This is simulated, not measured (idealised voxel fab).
Process module in this document: voxel air gaps
Square cells of 5 nm make up the cross-section cut, whose width is 290 nm.
This document writes a cross-section as a grid whose cells are square, and gives it as bands, listed from the top down; one or more rows of cells form a band.
Per band: top height and bottom height in nm, followed by the left-to-right materials and their widths in nm; "all across" marks a single material spanning edge to edge, "empty" marks empty space.
Convention: height 0 is the level below which the wafer, as received, is all one material. The lowest band does not terminate at the bottom but continues downward, represented as "0..down".
Quick explanation for "30 to 40": the width changes in equal steps down the rows of cells, from the first number in the band's top row to the second number in its bottom row.
"nothing was modified" -> step changed no cross-section cell.
For the entry "Enclosed internal cavities", the listed items are empty spaces with no open way to the top whose size is 8 cells or more; each item follows the pattern width x height at distance, where distance is from the left edge and all three are in nm.
If you see something after the settings on a step's line, that's the simulator's own remark about that step.
A step line may carry the setting "overlay nm", which, for steps involving a mask, states the distance by which the mask lay to the right of its intended position; negative values denote displacement to the left.
## List of planned process steps
1: RECEIVE,material Si
2: CONFORMAL_DEP,material SiO2,thk nm 10
3: CONFORMAL_DEP,material SiCN,thk nm 5
4: DIRECTIONAL_DEP,material lowk,thk nm 40
5: PATTERN,tone open,mask id LINES,material resist,width nm 15,pitch nm 40,thk nm 15,overlay nm 0
6: DIRECTIONAL_ETCH,etch materials lowk,depth nm 40
7: STRIP,etch materials resist
8: CONFORMAL_DEP,material TiN,thk nm 5
9: FILL_DEP,material Ru,thk nm 10
10: CMP,height nm 55
11: EPI,material Ru,thk nm 10
12: SELECTIVE_ETCH,etch materials lowk,depth nm 50
13: CONFORMAL_DEP,material SiCN,thk nm 5
## Cross-section of the wafer as it came to us, i.e., already through step 1
  0..down | Si all across
  Enclosed internal cavities: none
## Post-module cross-section: identical start and plan to those above, one misstep in execution
  70..65 | 80 empty, 125 SiCN, 85 empty
  65..55 | 80 empty, 5 SiCN, 35 Ru, 5 SiCN, 35 Ru, 5 SiCN, 35 Ru, 5 SiCN, 85 empty
  55..50 | 80 empty, 15 SiCN, 5 TiN, 5 Ru, 5 TiN, 25 SiCN, 5 TiN, 5 Ru, 5 TiN, 25 SiCN, 5 TiN, 5 Ru, 5 TiN, 15 SiCN, 85 empty
  50..20 | 90 empty, 5 SiCN, 5 TiN, 5 Ru, 5 TiN, 5 SiCN, 15 empty, 5 SiCN, 5 TiN, 5 Ru, 5 TiN, 5 SiCN, 15 empty, 5 SiCN, 5 TiN, 5 Ru, 5 TiN, 5 SiCN, 95 empty
  20..15 | 95 SiCN, 15 TiN, 25 SiCN, 15 TiN, 25 SiCN, 15 TiN, 100 SiCN
  15..5 | SiO2 all across
  5..0 | SiCN all across
  0..down | Si all across
  Enclosed internal cavities: 15 x 30 at 115; 15 x 30 at 155
Plan not followed: the processing plan was not followed for steps 2 and 3, which were run with their positions exchanged
